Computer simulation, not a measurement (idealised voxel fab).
process module | voxel wiring stack
cross-section cut | 220 nm wide | cells 5 nm
A cross-section is a grid of square cells, given in bands from the top down. A band is one or more rows of cells.
Each band's line starts with the height of the band's top and of its bottom, in nm. Then come its materials from left to right, each with its width in nm. One material with "throughout" fills the band from edge to edge. "air" is empty space.
Height 0 is the level under which the wafer as received is all one material. The lowest band goes on downwards, as in "0 down".
A width such as "30 to 40" changes by the same amount from each row of cells to the next, from the band's top row to its bottom row.
"no change" after a step means that no cell of the cross-section changed.
closed voids: empty space of 8 cells or more with no open way to the top, each as width x height at its distance from the left edge, in nm
after a step's settings: what the simulator itself notes on the step
overlay nm, on a step with a mask: how far to the right of its planned place the mask lay; to the left if negative
plan
1 op RECEIVE | material Si
2 op CONFORMAL_DEP | material SiO2 | thk nm 15
3 op CONFORMAL_DEP | material SiN | thk nm 5
4 op DIRECTIONAL_DEP | material SiO2 | thk nm 25
5 op PATTERN | tone open | mask id METAL_1 | material resist | width nm 25 | pitch nm 50 | thk nm 20 | overlay nm 0
6 op DIRECTIONAL_ETCH | etch materials SiO2 | depth nm 25
7 op DIRECTIONAL_ETCH | etch materials SiN | depth nm 5
8 op STRIP | etch materials resist
9 op CONFORMAL_DEP | material TiN | thk nm 5
10 op FILL_DEP | material W | thk nm 5
11 op CMP | height nm 45
12 op CONFORMAL_DEP | material SiCN | thk nm 5
13 op DIRECTIONAL_DEP | material SiO2 | thk nm 10
14 op PATTERN | tone open | mask id PLUG_1 | material resist | width nm 15 | pitch nm 50 | thk nm 20 | overlay nm 0
15 op DIRECTIONAL_ETCH | etch materials SiO2 | depth nm 10
16 op DIRECTIONAL_ETCH | etch materials SiCN | depth nm 5
17 op STRIP | etch materials resist
18 op EPI | material Ru | thk nm 10
19 op EPI | material Ru | thk nm 5
20 op DIRECTIONAL_DEP | material TiN | thk nm 5
21 op DIRECTIONAL_DEP | material Ru | thk nm 25
22 op PATTERN | tone cover | mask id METAL_2 | material resist | width nm 25 | pitch nm 50 | thk nm 15 | overlay nm 0
23 op DIRECTIONAL_ETCH | etch materials Ru | depth nm 25
24 op DIRECTIONAL_ETCH | etch materials TiN | depth nm 5
25 op STRIP | etch materials resist
26 op FILL_DEP | material SiO2 | thk nm 10
27 op CMP | height nm 90
28 op CONFORMAL_DEP | material SiN | thk nm 5
as received, after step 1
  0 down: Si throughout
  closed voids: none
a wafer at the end: this start, this plan, one mistake
  95 to 90: SiN throughout
  90 to 85: SiO2 throughout
  85 to 65: SiO2 70 | Ru 25 | SiO2 25 | Ru 25 | SiO2 75
  65 to 60: SiO2 70 | TiN 25 | SiO2 25 | TiN 25 | SiO2 75
  60 to 50: SiO2 70 | Ru 15 | SiO2 35 | Ru 15 | SiO2 85
  50 to 45: SiCN 70 | Ru 15 | SiCN 35 | Ru 15 | SiCN 85
  45 to 20: SiO2 70 | TiN 5 | W 15 | TiN 5 | SiO2 25 | TiN 5 | W 15 | TiN 5 | SiO2 75
  20 to 15: SiN 70 | TiN 25 | SiN 25 | TiN 25 | SiN 75
  15 to 0: SiO2 throughout
  0 down: Si throughout
  closed voids: none
what went wrong: step 21 ran as: op DIRECTIONAL_DEP | material Ru | thk nm 20
